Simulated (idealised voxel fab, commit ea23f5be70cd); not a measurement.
Process module in this document: voxel self aligned contacts
225 nm wide, 5 nm square cells: that's cross-section cut.
Cross-sections here: square-cell grids, written as top-down lists of bands, a band being one or more rows of cells. The band entry comprises the height of the band's top followed by the height of its bottom, expressed in nm, and subsequently the band's materials from left to right, each stated together with its width in nm. Where a single material is marked with the word "everywhere", that material fills the band from edge to edge. The word "blank" represents empty space. For the purposes of this specification, 0 denotes the height below which the wafer in its as-received condition is composed wholly of one material, and the lowermost band, lacking a lower limit, extends downward without end, as expressed in "0 and below". Graded width ("30..40"): value in top row of band = first number; value in bottom row = second number; row-to-row change constant. Where a step carries "everything unchanged", the cross-section came out of it unchanged, cell for cell. Entry "Cavities, sealed". Content: empty spaces with no open connection to the top, size 8 cells or greater. Each: width x height at distance. Distance: from left edge. Unit: nm. What comes after the settings on a step's line is commentary from the simulator itself on that step. The line of a step may include "overlay nm". On a step with a mask, this value is how far to the right of its planned place the mask lay. A negative value means the mask lay to the left.

**Steps planned for the process**
- 1: op RECEIVE | material Si
- 2: op CONFORMAL_DEP | material SiO2 | thk nm 5
- 3: op DIRECTIONAL_DEP | material polySi | thk nm 20
- 4: op DIRECTIONAL_DEP | material SiN | thk nm 20
- 5: op DIRECTIONAL_DEP | material aC | thk nm 15
- 6: op PATTERN | tone cover | mask id GATE | material resist | width nm 35 | pitch nm 75 | thk nm 35 | overlay nm 0
- 7: op DIRECTIONAL_ETCH | etch materials aC | depth nm 15
- 8: op STRIP | etch materials resist
- 9: op DIRECTIONAL_ETCH | etch materials SiN | depth nm 20
- 10: op DIRECTIONAL_ETCH | etch materials polySi | depth nm 20
- 11: op STRIP | etch materials aC
- 12: op CONFORMAL_DEP | material SiN | thk nm 10
- 13: op DIRECTIONAL_ETCH | etch materials SiN | depth nm 10
- 14: op FILL_DEP | material SiO2 | thk nm 15
- 15: op CMP | height nm 55
- 16: op PATTERN | tone open | mask id CONTACT | material resist | width nm 40 | thk nm 20 | overlay nm 0
- 17: op DIRECTIONAL_ETCH | etch materials SiO2 | depth nm 55
- 18: op STRIP | etch materials resist
- 19: op CONFORMAL_DEP | material TiN | thk nm 5
- 20: op FILL_DEP | material W | thk nm 10
- 21: op CMP | height nm 55
- 22: op CONFORMAL_DEP | material SiCN | thk nm 5
Don't read the plan's width nm for step 16 as applying to every wafer: that's the first wafer's value, and the wafers differ in it, though they all start identical.

**Cross-sectional view of the first of several wafers in the as-received condition, corresponding to the state following step 1**
* 0 and below | Si everywhere
* Cavities, sealed: none

**For your reference, the table is organized with a row per wafer; each row reflects the wafer at the end of the module, indicating for each material the cells gained (+) or lost (-) since receipt, and thereafter its closed voids**
width nm 40, +45 SiCN, +120 SiN, +267 SiO2, +28 TiN, +24 W, +56 polySi, Cavities, sealed: none
width nm 45, +45 SiCN, +120 SiN, +265 SiO2, +29 TiN, +25 W, +56 polySi, Cavities, sealed: none
width nm 50, +45 SiCN, +120 SiN, +263 SiO2, +30 TiN, +26 W, +56 polySi, Cavities, sealed: none
width nm 55, +45 SiCN, +120 SiN, +261 SiO2, +31 TiN, +27 W, +56 polySi, Cavities, sealed: none
width nm 60, +45 SiCN, +120 SiN, +259 SiO2, +32 TiN, +28 W, +56 polySi, Cavities, sealed: none
width nm 65, +45 SiCN, +120 SiN, +257 SiO2, +33 TiN, +29 W, +56 polySi, Cavities, sealed: none
